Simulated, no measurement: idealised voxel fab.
process module | voxel transistor to metal
cross-section cut | 180 nm wide | cells 5 nm
A cross-section is a grid of square cells, given in bands from the top down. A band is one or more rows of cells.
Each band's line starts with the height of the band's top and of its bottom, in nm. Then come its materials from left to right, each with its width in nm. One material with "throughout" fills the band from edge to edge. "air" is empty space.
Height 0 is the level under which the wafer as received is all one material. The lowest band goes on downwards, as in "0 down".
A width such as "30 to 40" changes by the same amount from each row of cells to the next, from the band's top row to its bottom row.
"no change" after a step means that no cell of the cross-section changed.
closed voids: empty space of 8 cells or more with no open way to the top, each as width x height at its distance from the left edge, in nm
after a step's settings: what the simulator itself notes on the step
overlay nm, on a step with a mask: how far to the right of its planned place the mask lay; to the left if negative
plan
1 op RECEIVE | material Si
2 op OXIDIZE | depth nm 5
3 op CONFORMAL_DEP | material SiN | thk nm 10
4 op DIRECTIONAL_DEP | material aC | thk nm 15
5 op PATTERN | tone cover | mask id ACTIVE | material resist | width nm 125 | thk nm 35 | overlay nm 0
6 op DIRECTIONAL_ETCH | etch materials aC | depth nm 15
7 op STRIP | etch materials resist
8 op DIRECTIONAL_ETCH | etch materials SiN | depth nm 10
9 op DIRECTIONAL_ETCH | etch materials SiO2 | depth nm 5
10 op DIRECTIONAL_ETCH | etch materials Si | depth nm 35
11 op STRIP | etch materials aC
12 op OXIDIZE | depth nm 5
13 op FILL_DEP | material SiO2 | thk nm 5
14 op CMP | height nm 10
15 op SELECTIVE_ETCH | etch materials SiO2 | depth nm 5
16 op STRIP | etch materials SiN
17 op SELECTIVE_ETCH | etch materials SiO2 | depth nm 5
18 op OXIDIZE | depth nm 5
19 op DIRECTIONAL_DEP | material polySi | thk nm 25
20 op DIRECTIONAL_DEP | material SiCN | thk nm 15
21 op DIRECTIONAL_DEP | material aC | thk nm 10
22 op PATTERN | tone cover | mask id GATE | material resist | width nm 35 | thk nm 30 | overlay nm 0
23 op DIRECTIONAL_ETCH | etch materials aC | depth nm 10
24 op STRIP | etch materials resist
25 op DIRECTIONAL_ETCH | etch materials SiCN | depth nm 25
26 op DIRECTIONAL_ETCH | etch materials polySi | depth nm 35
27 op STRIP | etch materials aC
28 op CONFORMAL_DEP | material SiN | thk nm 5
29 op DIRECTIONAL_ETCH | etch materials SiN | depth nm 5
30 op DIRECTIONAL_ETCH | etch materials SiO2 | depth nm 5
31 op DIRECTIONAL_ETCH | etch materials Si | depth nm 5
32 op EPI | material pSi | thk nm 10
33 op FILL_DEP | material SiO2 | thk nm 10
34 op CMP | height nm 20
35 op STRIP | etch materials polySi
36 op SELECTIVE_ETCH | etch materials SiO2 | depth nm 5
37 op CONFORMAL_DEP | material HfO2 | thk nm 5
38 op CONFORMAL_DEP | material TiN | thk nm 5
39 op FILL_DEP | material W | thk nm 10
40 op CMP | height nm 15
41 op DIRECTIONAL_DEP | material SiO2 | thk nm 10
42 op MASKED_ETCH | tone open | mask id CONTACT | width nm 15 | pitch nm 90 | etch materials SiO2 | depth nm 30 | overlay nm 0
43 op CONFORMAL_DEP | material TiN | thk nm 5
44 op FILL_DEP | material W | thk nm 5
45 op CMP | height nm 25
46 op CONFORMAL_DEP | material SiN | thk nm 5
47 op DIRECTIONAL_DEP | material lowk | thk nm 20
48 op PATTERN | tone open | mask id METAL_1 | material resist | width nm 15 | pitch nm 90 | thk nm 15 | overlay nm 0
49 op DIRECTIONAL_ETCH | etch materials lowk | depth nm 20
50 op DIRECTIONAL_ETCH | etch materials SiN | depth nm 5
51 op STRIP | etch materials resist
52 op CONFORMAL_DEP | material TiN | thk nm 5
53 op FILL_DEP | material Cu | thk nm 5
54 op CMP | height nm 50
55 op EPI | material Ru | thk nm 5
56 op FILL_DEP | material SiCN | thk nm 5
first wafer, as planned
as received, after step 1
  0 down: Si throughout
  closed voids: none
after step 2
  0 to -5: SiO2 throughout
  below -5: unchanged
after step 3
  10 to 0: SiN throughout
  below 0: unchanged
after step 4
  25 to 10: aC throughout
  below 10: unchanged
after step 5
  60 to 25: air 25 | resist 125 | air 30
  below 25: unchanged
after step 6
  45 to 25: air 25 | resist 125 | air 30
  25 to 10: air 25 | aC 125 | air 30
  below 10: unchanged
after step 7
  25 to 10: air 25 | aC 125 | air 30
  below 10: unchanged
after step 8
  25 to 10: air 25 | aC 125 | air 30
  10 to 0: air 25 | SiN 125 | air 30
  below 0: unchanged
after step 9
  25 to 10: air 25 | aC 125 | air 30
  10 to 0: air 25 | SiN 125 | air 30
  0 to -5: air 25 | SiO2 125 | air 30
  below -5: unchanged
after step 10
  25 to 10: air 25 | aC 125 | air 30
  10 to 0: air 25 | SiN 125 | air 30
  0 to -5: air 25 | SiO2 125 | air 30
  -5 to -40: air 25 | Si 125 | air 30
  below -40: unchanged
after step 11
  10 to 0: air 25 | SiN 125 | air 30
  below 0: unchanged
after step 12
  10 to 0: air 25 | SiN 125 | air 30
  0 to -5: air 25 | SiO2 125 | air 30
  -5 to -40: air 25 | SiO2 5 | Si 115 | SiO2 5 | air 30
  -40 to -45: SiO2 30 | Si 115 | SiO2 35
  below -45: unchanged
after step 13
  15 to 10: SiO2 throughout
  10 to 0: SiO2 25 | SiN 125 | SiO2 30
  0 to -5: SiO2 throughout
  -5 to -45: SiO2 30 | Si 115 | SiO2 35
  below -45: unchanged
after step 14
  10 to 0: SiO2 25 | SiN 125 | SiO2 30
  below 0: unchanged
after step 15
  10 to 5: air 25 | SiN 125 | air 30
  below 5: unchanged
after step 16
  5 to 0: SiO2 25 | air 125 | SiO2 30
  below 0: unchanged
after step 17
  0 to -5: SiO2 20 | air 135 | SiO2 25
  below -5: unchanged
after step 18
  0 to -5: SiO2 20 | air 135 | SiO2 25
  -5 to -10: SiO2 throughout
  below -10: unchanged
after step 19
  25 to 20: polySi 20 | air 135 | polySi 25
  20 to 0: polySi throughout
  0 to -5: SiO2 20 | polySi 135 | SiO2 25
  below -5: unchanged
after step 20
  40 to 35: SiCN 20 | air 135 | SiCN 25
  35 to 25: SiCN throughout
  25 to 20: polySi 20 | SiCN 135 | polySi 25
  below 20: unchanged
after step 21
  50 to 45: aC 20 | air 135 | aC 25
  45 to 40: aC throughout
  40 to 35: SiCN 20 | aC 135 | SiCN 25
  below 35: unchanged
after step 22
  80 to 50: air 70 | resist 35 | air 75
  50 to 45: aC 20 | air 50 | resist 35 | air 50 | aC 25
  below 45: unchanged
after step 23
  70 to 45: air 70 | resist 35 | air 75
  45 to 40: air 70 | aC 35 | air 75
  40 to 35: SiCN 20 | air 50 | aC 35 | air 50 | SiCN 25
  below 35: unchanged
after step 24
  45 to 40: air 70 | aC 35 | air 75
  below 40: unchanged
after step 25
  45 to 35: air 70 | aC 35 | air 75
  35 to 25: air 70 | SiCN 35 | air 75
  25 to 20: polySi 20 | air 50 | SiCN 35 | air 50 | polySi 25
  below 20: unchanged
after step 26
  45 to 35: air 70 | aC 35 | air 75
  35 to 20: air 70 | SiCN 35 | air 75
  20 to 0: air 70 | polySi 35 | air 75
  0 to -5: SiO2 20 | air 50 | polySi 35 | air 50 | SiO2 25
  below -5: unchanged
after step 27
  35 to 20: air 70 | SiCN 35 | air 75
  below 20: unchanged
after step 28
  40 to 35: air 65 | SiN 45 | air 70
  35 to 20: air 65 | SiN 5 | SiCN 35 | SiN 5 | air 70
  20 to 5: air 65 | SiN 5 | polySi 35 | SiN 5 | air 70
  5 to 0: SiN 25 | air 40 | SiN 5 | polySi 35 | SiN 5 | air 40 | SiN 30
  0 to -5: SiO2 20 | SiN 50 | polySi 35 | SiN 50 | SiO2 25
  below -5: unchanged
after step 29
  35 to 20: air 65 | SiN 5 | SiCN 35 | SiN 5 | air 70
  20 to 0: air 65 | SiN 5 | polySi 35 | SiN 5 | air 70
  0 to -5: SiO2 20 | SiN 5 | air 40 | SiN 5 | polySi 35 | SiN 5 | air 40 | SiN 5 | SiO2 25
  below -5: unchanged
after step 30
  35 to 20: air 65 | SiN 5 | SiCN 35 | SiN 5 | air 70
  20 to 0: air 65 | SiN 5 | polySi 35 | SiN 5 | air 70
  0 to -5: air 20 | SiN 5 | air 40 | SiN 5 | polySi 35 | SiN 5 | air 40 | SiN 5 | air 25
  -5 to -10: SiO2 25 | air 40 | SiO2 45 | air 40 | SiO2 30
  below -10: unchanged
after step 31
  35 to 20: air 65 | SiN 5 | SiCN 35 | SiN 5 | air 70
  20 to 0: air 65 | SiN 5 | polySi 35 | SiN 5 | air 70
  0 to -5: air 20 | SiN 5 | air 40 | SiN 5 | polySi 35 | SiN 5 | air 40 | SiN 5 | air 25
  -5 to -10: SiO2 25 | air 40 | SiO2 45 | air 40 | SiO2 30
  -10 to -15: SiO2 30 | air 35 | Si 45 | air 35 | SiO2 35
  below -15: unchanged
after step 32
  35 to 20: air 65 | SiN 5 | SiCN 35 | SiN 5 | air 70
  20 to 0: air 65 | SiN 5 | polySi 35 | SiN 5 | air 70
  0 to -5: air 20 | SiN 5 | air 30 | pSi 10 | SiN 5 | polySi 35 | SiN 5 | pSi 10 | air 30 | SiN 5 | air 25
  -5 to -10: SiO2 25 | pSi 40 | SiO2 45 | pSi 40 | SiO2 30
  -10 to -15: SiO2 30 | pSi 35 | Si 45 | pSi 35 | SiO2 35
  below -15: unchanged
after step 33
  45 to 35: SiO2 throughout
  35 to 20: SiO2 65 | SiN 5 | SiCN 35 | SiN 5 | SiO2 70
  20 to 0: SiO2 65 | SiN 5 | polySi 35 | SiN 5 | SiO2 70
  0 to -5: SiO2 20 | SiN 5 | SiO2 30 | pSi 10 | SiN 5 | polySi 35 | SiN 5 | pSi 10 | SiO2 30 | SiN 5 | SiO2 25
  below -5: unchanged
after step 34
  20 to 0: SiO2 65 | SiN 5 | polySi 35 | SiN 5 | SiO2 70
  below 0: unchanged
after step 35
  20 to 0: SiO2 65 | SiN 5 | air 35 | SiN 5 | SiO2 70
  0 to -5: SiO2 20 | SiN 5 | SiO2 30 | pSi 10 | SiN 5 | air 35 | SiN 5 | pSi 10 | SiO2 30 | SiN 5 | SiO2 25
  below -5: unchanged
after step 36
  20 to 15: air 65 | SiN 5 | air 35 | SiN 5 | air 70
  15 to 0: SiO2 65 | SiN 5 | air 35 | SiN 5 | SiO2 70
  0 to -5: SiO2 20 | SiN 5 | SiO2 30 | pSi 10 | SiN 5 | air 35 | SiN 5 | pSi 10 | SiO2 30 | SiN 5 | SiO2 25
  -5 to -10: SiO2 25 | pSi 40 | air 45 | pSi 40 | SiO2 30
  below -10: unchanged
after step 37
  25 to 20: air 60 | HfO2 15 | air 25 | HfO2 15 | air 65
  20 to 15: HfO2 65 | SiN 5 | HfO2 5 | air 25 | HfO2 5 | SiN 5 | HfO2 70
  15 to 0: SiO2 65 | SiN 5 | HfO2 5 | air 25 | HfO2 5 | SiN 5 | SiO2 70
  0 to -5: SiO2 20 | SiN 5 | SiO2 30 | pSi 10 | SiN 5 | HfO2 5 | air 25 | HfO2 5 | SiN 5 | pSi 10 | SiO2 30 | SiN 5 | SiO2 25
  -5 to -10: SiO2 25 | pSi 40 | HfO2 45 | pSi 40 | SiO2 30
  below -10: unchanged
after step 38
  30 to 25: air 55 | TiN 25 | air 15 | TiN 25 | air 60
  25 to 20: TiN 60 | HfO2 15 | TiN 5 | air 15 | TiN 5 | HfO2 15 | TiN 65
  20 to 15: HfO2 65 | SiN 5 | HfO2 5 | TiN 5 | air 15 | TiN 5 | HfO2 5 | SiN 5 | HfO2 70
  15 to 0: SiO2 65 | SiN 5 | HfO2 5 | TiN 5 | air 15 | TiN 5 | HfO2 5 | SiN 5 | SiO2 70
  0 to -5: SiO2 20 | SiN 5 | SiO2 30 | pSi 10 | SiN 5 | HfO2 5 | TiN 25 | HfO2 5 | SiN 5 | pSi 10 | SiO2 30 | SiN 5 | SiO2 25
  below -5: unchanged
after step 39
  40 to 30: W throughout
  30 to 25: W 55 | TiN 25 | W 15 | TiN 25 | W 60
  25 to 20: TiN 60 | HfO2 15 | TiN 5 | W 15 | TiN 5 | HfO2 15 | TiN 65
  20 to 15: HfO2 65 | SiN 5 | HfO2 5 | TiN 5 | W 15 | TiN 5 | HfO2 5 | SiN 5 | HfO2 70
  15 to 0: SiO2 65 | SiN 5 | HfO2 5 | TiN 5 | W 15 | TiN 5 | HfO2 5 | SiN 5 | SiO2 70
  below 0: unchanged
after step 40
  15 to 0: SiO2 65 | SiN 5 | HfO2 5 | TiN 5 | W 15 | TiN 5 | HfO2 5 | SiN 5 | SiO2 70
  below 0: unchanged
after step 41
  25 to 15: SiO2 throughout
  below 15: unchanged
after step 42
  25 to 15: SiO2 35 | air 15 | SiO2 75 | air 15 | SiO2 40
  15 to 0: SiO2 35 | air 15 | SiO2 15 | SiN 5 | HfO2 5 | TiN 5 | W 15 | TiN 5 | HfO2 5 | SiN 5 | SiO2 15 | air 15 | SiO2 40
  0 to -5: SiO2 20 | SiN 5 | SiO2 10 | air 15 | SiO2 5 | pSi 10 | SiN 5 | HfO2 5 | TiN 25 | HfO2 5 | SiN 5 | pSi 10 | SiO2 5 | air 15 | SiO2 10 | SiN 5 | SiO2 25
  below -5: unchanged
after step 43
  30 to 25: TiN 40 | air 5 | TiN 85 | air 5 | TiN 45
  25 to 15: SiO2 35 | TiN 5 | air 5 | TiN 5 | SiO2 75 | TiN 5 | air 5 | TiN 5 | SiO2 40
  15 to 0: SiO2 35 | TiN 5 | air 5 | TiN 5 | SiO2 15 | SiN 5 | HfO2 5 | TiN 5 | W 15 | TiN 5 | HfO2 5 | SiN 5 | SiO2 15 | TiN 5 | air 5 | TiN 5 | SiO2 40
  0 to -5: SiO2 20 | SiN 5 | SiO2 10 | TiN 15 | SiO2 5 | pSi 10 | SiN 5 | HfO2 5 | TiN 25 | HfO2 5 | SiN 5 | pSi 10 | SiO2 5 | TiN 15 | SiO2 10 | SiN 5 | SiO2 25
  below -5: unchanged
after step 44
  35 to 30: W throughout
  30 to 25: TiN 40 | W 5 | TiN 85 | W 5 | TiN 45
  25 to 15: SiO2 35 | TiN 5 | W 5 | TiN 5 | SiO2 75 | TiN 5 | W 5 | TiN 5 | SiO2 40
  15 to 0: SiO2 35 | TiN 5 | W 5 | TiN 5 | SiO2 15 | SiN 5 | HfO2 5 | TiN 5 | W 15 | TiN 5 | HfO2 5 | SiN 5 | SiO2 15 | TiN 5 | W 5 | TiN 5 | SiO2 40
  below 0: unchanged
after step 45
  25 to 15: SiO2 35 | TiN 5 | W 5 | TiN 5 | SiO2 75 | TiN 5 | W 5 | TiN 5 | SiO2 40
  below 15: unchanged
after step 46
  30 to 25: SiN throughout
  below 25: unchanged
after step 47
  50 to 30: lowk throughout
  below 30: unchanged
after step 48
  65 to 50: resist 35 | air 15 | resist 75 | air 15 | resist 40
  below 50: unchanged
after step 49
  65 to 50: resist 35 | air 15 | resist 75 | air 15 | resist 40
  50 to 30: lowk 35 | air 15 | lowk 75 | air 15 | lowk 40
  below 30: unchanged
after step 50
  65 to 50: resist 35 | air 15 | resist 75 | air 15 | resist 40
  50 to 30: lowk 35 | air 15 | lowk 75 | air 15 | lowk 40
  30 to 25: SiN 35 | air 15 | SiN 75 | air 15 | SiN 40
  below 25: unchanged
after step 51
  50 to 30: lowk 35 | air 15 | lowk 75 | air 15 | lowk 40
  below 30: unchanged
after step 52
  55 to 50: TiN 40 | air 5 | TiN 85 | air 5 | TiN 45
  50 to 30: lowk 35 | TiN 5 | air 5 | TiN 5 | lowk 75 | TiN 5 | air 5 | TiN 5 | lowk 40
  30 to 25: SiN 35 | TiN 15 | SiN 75 | TiN 15 | SiN 40
  below 25: unchanged
after step 53
  60 to 55: Cu throughout
  55 to 50: TiN 40 | Cu 5 | TiN 85 | Cu 5 | TiN 45
  50 to 30: lowk 35 | TiN 5 | Cu 5 | TiN 5 | lowk 75 | TiN 5 | Cu 5 | TiN 5 | lowk 40
  below 30: unchanged
after step 54
  50 to 30: lowk 35 | TiN 5 | Cu 5 | TiN 5 | lowk 75 | TiN 5 | Cu 5 | TiN 5 | lowk 40
  below 30: unchanged
after step 55
  55 to 50: air 30 | Ru 25 | air 65 | Ru 25 | air 35
  below 50: unchanged
after step 56
  60 to 55: SiCN throughout
  55 to 50: SiCN 30 | Ru 25 | SiCN 65 | Ru 25 | SiCN 35
  below 50: unchanged
second wafer: like start, like plan, one mistake. Through step 4 it matches the first wafer
when step 5 should have ended
  60 to 25: air 30 | resist 125 | air 25
  below 25: unchanged
when step 6 should have ended
  45 to 25: air 30 | resist 125 | air 25
  25 to 10: air 30 | aC 125 | air 25
  below 10: unchanged
when step 7 should have ended
  25 to 10: air 30 | aC 125 | air 25
  below 10: unchanged
when step 8 should have ended
  25 to 10: air 30 | aC 125 | air 25
  10 to 0: air 30 | SiN 125 | air 25
  below 0: unchanged
when step 9 should have ended
  25 to 10: air 30 | aC 125 | air 25
  10 to 0: air 30 | SiN 125 | air 25
  0 to -5: air 30 | SiO2 125 | air 25
  below -5: unchanged
when step 10 should have ended
  25 to 10: air 30 | aC 125 | air 25
  10 to 0: air 30 | SiN 125 | air 25
  0 to -5: air 30 | SiO2 125 | air 25
  -5 to -40: air 30 | Si 125 | air 25
  below -40: unchanged
when step 11 should have ended
  10 to 0: air 30 | SiN 125 | air 25
  below 0: unchanged
when step 12 should have ended
  10 to 0: air 30 | SiN 125 | air 25
  0 to -5: air 30 | SiO2 125 | air 25
  -5 to -40: air 30 | SiO2 5 | Si 115 | SiO2 5 | air 25
  -40 to -45: SiO2 35 | Si 115 | SiO2 30
  below -45: unchanged
when step 13 should have ended
  15 to 10: SiO2 throughout
  10 to 0: SiO2 30 | SiN 125 | SiO2 25
  0 to -5: SiO2 throughout
  -5 to -45: SiO2 35 | Si 115 | SiO2 30
  below -45: unchanged
when step 14 should have ended
  10 to 0: SiO2 30 | SiN 125 | SiO2 25
  below 0: unchanged
when step 15 should have ended
  10 to 5: air 30 | SiN 125 | air 25
  below 5: unchanged
when step 16 should have ended
  5 to 0: SiO2 30 | air 125 | SiO2 25
  below 0: unchanged
when step 17 should have ended
  0 to -5: SiO2 25 | air 135 | SiO2 20
  below -5: unchanged
when step 18 should have ended
  0 to -5: SiO2 25 | air 135 | SiO2 20
  -5 to -10: SiO2 throughout
  below -10: unchanged
when step 19 should have ended
  25 to 20: polySi 25 | air 135 | polySi 20
  20 to 0: polySi throughout
  0 to -5: SiO2 25 | polySi 135 | SiO2 20
  below -5: unchanged
when step 20 should have ended
  40 to 35: SiCN 25 | air 135 | SiCN 20
  35 to 25: SiCN throughout
  25 to 20: polySi 25 | SiCN 135 | polySi 20
  below 20: unchanged
when step 21 should have ended
  50 to 45: aC 25 | air 135 | aC 20
  45 to 40: aC throughout
  40 to 35: SiCN 25 | aC 135 | SiCN 20
  below 35: unchanged
when step 22 should have ended
  80 to 50: air 70 | resist 35 | air 75
  50 to 45: aC 25 | air 45 | resist 35 | air 55 | aC 20
  below 45: unchanged
when step 23 should have ended
  70 to 45: air 70 | resist 35 | air 75
  45 to 40: air 70 | aC 35 | air 75
  40 to 35: SiCN 25 | air 45 | aC 35 | air 55 | SiCN 20
  below 35: unchanged
when step 24 should have ended
  45 to 40: air 70 | aC 35 | air 75
  below 40: unchanged
when step 25 should have ended
  45 to 35: air 70 | aC 35 | air 75
  35 to 25: air 70 | SiCN 35 | air 75
  25 to 20: polySi 25 | air 45 | SiCN 35 | air 55 | polySi 20
  below 20: unchanged
when step 26 should have ended
  45 to 35: air 70 | aC 35 | air 75
  35 to 20: air 70 | SiCN 35 | air 75
  20 to 0: air 70 | polySi 35 | air 75
  0 to -5: SiO2 25 | air 45 | polySi 35 | air 55 | SiO2 20
  below -5: unchanged
when step 27 should have ended
  35 to 20: air 70 | SiCN 35 | air 75
  below 20: unchanged
when step 28 should have ended
  40 to 35: air 65 | SiN 45 | air 70
  35 to 20: air 65 | SiN 5 | SiCN 35 | SiN 5 | air 70
  20 to 5: air 65 | SiN 5 | polySi 35 | SiN 5 | air 70
  5 to 0: SiN 30 | air 35 | SiN 5 | polySi 35 | SiN 5 | air 45 | SiN 25
  0 to -5: SiO2 25 | SiN 45 | polySi 35 | SiN 55 | SiO2 20
  below -5: unchanged
when step 29 should have ended
  35 to 20: air 65 | SiN 5 | SiCN 35 | SiN 5 | air 70
  20 to 0: air 65 | SiN 5 | polySi 35 | SiN 5 | air 70
  0 to -5: SiO2 25 | SiN 5 | air 35 | SiN 5 | polySi 35 | SiN 5 | air 45 | SiN 5 | SiO2 20
  below -5: unchanged
when step 30 should have ended
  35 to 20: air 65 | SiN 5 | SiCN 35 | SiN 5 | air 70
  20 to 0: air 65 | SiN 5 | polySi 35 | SiN 5 | air 70
  0 to -5: air 25 | SiN 5 | air 35 | SiN 5 | polySi 35 | SiN 5 | air 45 | SiN 5 | air 20
  -5 to -10: SiO2 30 | air 35 | SiO2 45 | air 45 | SiO2 25
  below -10: unchanged
when step 31 should have ended
  35 to 20: air 65 | SiN 5 | SiCN 35 | SiN 5 | air 70
  20 to 0: air 65 | SiN 5 | polySi 35 | SiN 5 | air 70
  0 to -5: air 25 | SiN 5 | air 35 | SiN 5 | polySi 35 | SiN 5 | air 45 | SiN 5 | air 20
  -5 to -10: SiO2 30 | air 35 | SiO2 45 | air 45 | SiO2 25
  -10 to -15: SiO2 35 | air 30 | Si 45 | air 40 | SiO2 30
  below -15: unchanged
when step 32 should have ended
  35 to 20: air 65 | SiN 5 | SiCN 35 | SiN 5 | air 70
  20 to 0: air 65 | SiN 5 | polySi 35 | SiN 5 | air 70
  0 to -5: air 25 | SiN 5 | air 25 | pSi 10 | SiN 5 | polySi 35 | SiN 5 | pSi 10 | air 35 | SiN 5 | air 20
  -5 to -10: SiO2 30 | pSi 35 | SiO2 45 | pSi 45 | SiO2 25
  -10 to -15: SiO2 35 | pSi 30 | Si 45 | pSi 40 | SiO2 30
  below -15: unchanged
when step 33 should have ended
  45 to 35: SiO2 throughout
  35 to 20: SiO2 65 | SiN 5 | SiCN 35 | SiN 5 | SiO2 70
  20 to 0: SiO2 65 | SiN 5 | polySi 35 | SiN 5 | SiO2 70
  0 to -5: SiO2 25 | SiN 5 | SiO2 25 | pSi 10 | SiN 5 | polySi 35 | SiN 5 | pSi 10 | SiO2 35 | SiN 5 | SiO2 20
  below -5: unchanged
when step 34 should have ended
  20 to 0: SiO2 65 | SiN 5 | polySi 35 | SiN 5 | SiO2 70
  below 0: unchanged
when step 35 should have ended
  20 to 0: SiO2 65 | SiN 5 | air 35 | SiN 5 | SiO2 70
  0 to -5: SiO2 25 | SiN 5 | SiO2 25 | pSi 10 | SiN 5 | air 35 | SiN 5 | pSi 10 | SiO2 35 | SiN 5 | SiO2 20
  below -5: unchanged
when step 36 should have ended
  20 to 15: air 65 | SiN 5 | air 35 | SiN 5 | air 70
  15 to 0: SiO2 65 | SiN 5 | air 35 | SiN 5 | SiO2 70
  0 to -5: SiO2 25 | SiN 5 | SiO2 25 | pSi 10 | SiN 5 | air 35 | SiN 5 | pSi 10 | SiO2 35 | SiN 5 | SiO2 20
  -5 to -10: SiO2 30 | pSi 35 | air 45 | pSi 45 | SiO2 25
  below -10: unchanged
when step 37 should have ended
  25 to 20: air 60 | HfO2 15 | air 25 | HfO2 15 | air 65
  20 to 15: HfO2 65 | SiN 5 | HfO2 5 | air 25 | HfO2 5 | SiN 5 | HfO2 70
  15 to 0: SiO2 65 | SiN 5 | HfO2 5 | air 25 | HfO2 5 | SiN 5 | SiO2 70
  0 to -5: SiO2 25 | SiN 5 | SiO2 25 | pSi 10 | SiN 5 | HfO2 5 | air 25 | HfO2 5 | SiN 5 | pSi 10 | SiO2 35 | SiN 5 | SiO2 20
  -5 to -10: SiO2 30 | pSi 35 | HfO2 45 | pSi 45 | SiO2 25
  below -10: unchanged
when step 38 should have ended
  30 to 25: air 55 | TiN 25 | air 15 | TiN 25 | air 60
  25 to 20: TiN 60 | HfO2 15 | TiN 5 | air 15 | TiN 5 | HfO2 15 | TiN 65
  20 to 15: HfO2 65 | SiN 5 | HfO2 5 | TiN 5 | air 15 | TiN 5 | HfO2 5 | SiN 5 | HfO2 70
  15 to 0: SiO2 65 | SiN 5 | HfO2 5 | TiN 5 | air 15 | TiN 5 | HfO2 5 | SiN 5 | SiO2 70
  0 to -5: SiO2 25 | SiN 5 | SiO2 25 | pSi 10 | SiN 5 | HfO2 5 | TiN 25 | HfO2 5 | SiN 5 | pSi 10 | SiO2 35 | SiN 5 | SiO2 20
  below -5: unchanged
when step 39 should have ended
  40 to 30: W throughout
  30 to 25: W 55 | TiN 25 | W 15 | TiN 25 | W 60
  25 to 20: TiN 60 | HfO2 15 | TiN 5 | W 15 | TiN 5 | HfO2 15 | TiN 65
  20 to 15: HfO2 65 | SiN 5 | HfO2 5 | TiN 5 | W 15 | TiN 5 | HfO2 5 | SiN 5 | HfO2 70
  15 to 0: SiO2 65 | SiN 5 | HfO2 5 | TiN 5 | W 15 | TiN 5 | HfO2 5 | SiN 5 | SiO2 70
  below 0: unchanged
when step 40 should have ended
  15 to 0: SiO2 65 | SiN 5 | HfO2 5 | TiN 5 | W 15 | TiN 5 | HfO2 5 | SiN 5 | SiO2 70
  below 0: unchanged
when step 41 should have ended
  25 to 15: SiO2 throughout
  below 15: unchanged
when step 42 should have ended
  25 to 15: SiO2 35 | air 15 | SiO2 75 | air 15 | SiO2 40
  15 to 0: SiO2 35 | air 15 | SiO2 15 | SiN 5 | HfO2 5 | TiN 5 | W 15 | TiN 5 | HfO2 5 | SiN 5 | SiO2 15 | air 15 | SiO2 40
  0 to -5: SiO2 25 | SiN 5 | SiO2 5 | air 15 | SiO2 5 | pSi 10 | SiN 5 | HfO2 5 | TiN 25 | HfO2 5 | SiN 5 | pSi 10 | SiO2 5 | air 15 | SiO2 15 | SiN 5 | SiO2 20
  below -5: unchanged
when step 43 should have ended
  30 to 25: TiN 40 | air 5 | TiN 85 | air 5 | TiN 45
  25 to 15: SiO2 35 | TiN 5 | air 5 | TiN 5 | SiO2 75 | TiN 5 | air 5 | TiN 5 | SiO2 40
  15 to 0: SiO2 35 | TiN 5 | air 5 | TiN 5 | SiO2 15 | SiN 5 | HfO2 5 | TiN 5 | W 15 | TiN 5 | HfO2 5 | SiN 5 | SiO2 15 | TiN 5 | air 5 | TiN 5 | SiO2 40
  0 to -5: SiO2 25 | SiN 5 | SiO2 5 | TiN 15 | SiO2 5 | pSi 10 | SiN 5 | HfO2 5 | TiN 25 | HfO2 5 | SiN 5 | pSi 10 | SiO2 5 | TiN 15 | SiO2 15 | SiN 5 | SiO2 20
  below -5: unchanged
when step 44 should have ended
  35 to 30: W throughout
  30 to 25: TiN 40 | W 5 | TiN 85 | W 5 | TiN 45
  25 to 15: SiO2 35 | TiN 5 | W 5 | TiN 5 | SiO2 75 | TiN 5 | W 5 | TiN 5 | SiO2 40
  15 to 0: SiO2 35 | TiN 5 | W 5 | TiN 5 | SiO2 15 | SiN 5 | HfO2 5 | TiN 5 | W 15 | TiN 5 | HfO2 5 | SiN 5 | SiO2 15 | TiN 5 | W 5 | TiN 5 | SiO2 40
  below 0: unchanged
when step 45 should have ended
  25 to 15: SiO2 35 | TiN 5 | W 5 | TiN 5 | SiO2 75 | TiN 5 | W 5 | TiN 5 | SiO2 40
  below 15: unchanged
when step 46 should have ended
  30 to 25: SiN throughout
  below 25: unchanged
when step 47 should have ended
  50 to 30: lowk throughout
  below 30: unchanged
when step 48 should have ended
  65 to 50: resist 35 | air 15 | resist 75 | air 15 | resist 40
  below 50: unchanged
when step 49 should have ended
  65 to 50: resist 35 | air 15 | resist 75 | air 15 | resist 40
  50 to 30: lowk 35 | air 15 | lowk 75 | air 15 | lowk 40
  below 30: unchanged
when step 50 should have ended
  65 to 50: resist 35 | air 15 | resist 75 | air 15 | resist 40
  50 to 30: lowk 35 | air 15 | lowk 75 | air 15 | lowk 40
  30 to 25: SiN 35 | air 15 | SiN 75 | air 15 | SiN 40
  below 25: unchanged
when step 51 should have ended
  50 to 30: lowk 35 | air 15 | lowk 75 | air 15 | lowk 40
  below 30: unchanged
when step 52 should have ended
  55 to 50: TiN 40 | air 5 | TiN 85 | air 5 | TiN 45
  50 to 30: lowk 35 | TiN 5 | air 5 | TiN 5 | lowk 75 | TiN 5 | air 5 | TiN 5 | lowk 40
  30 to 25: SiN 35 | TiN 15 | SiN 75 | TiN 15 | SiN 40
  below 25: unchanged
when step 53 should have ended
  60 to 55: Cu throughout
  55 to 50: TiN 40 | Cu 5 | TiN 85 | Cu 5 | TiN 45
  50 to 30: lowk 35 | TiN 5 | Cu 5 | TiN 5 | lowk 75 | TiN 5 | Cu 5 | TiN 5 | lowk 40
  below 30: unchanged
when step 54 should have ended
  50 to 30: lowk 35 | TiN 5 | Cu 5 | TiN 5 | lowk 75 | TiN 5 | Cu 5 | TiN 5 | lowk 40
  below 30: unchanged
when step 55 should have ended
  55 to 50: air 30 | Ru 25 | air 65 | Ru 25 | air 35
  below 50: unchanged
when step 56 should have ended
  60 to 55: SiCN throughout
  55 to 50: SiCN 30 | Ru 25 | SiCN 65 | Ru 25 | SiCN 35
  below 50: unchanged
what went wrong: step 5 ran as: op PATTERN | tone cover | mask id ACTIVE | material resist | width nm 125 | thk nm 35 | overlay nm 5
at the end the second wafer has, in cells: as many of each material as the first, in other places
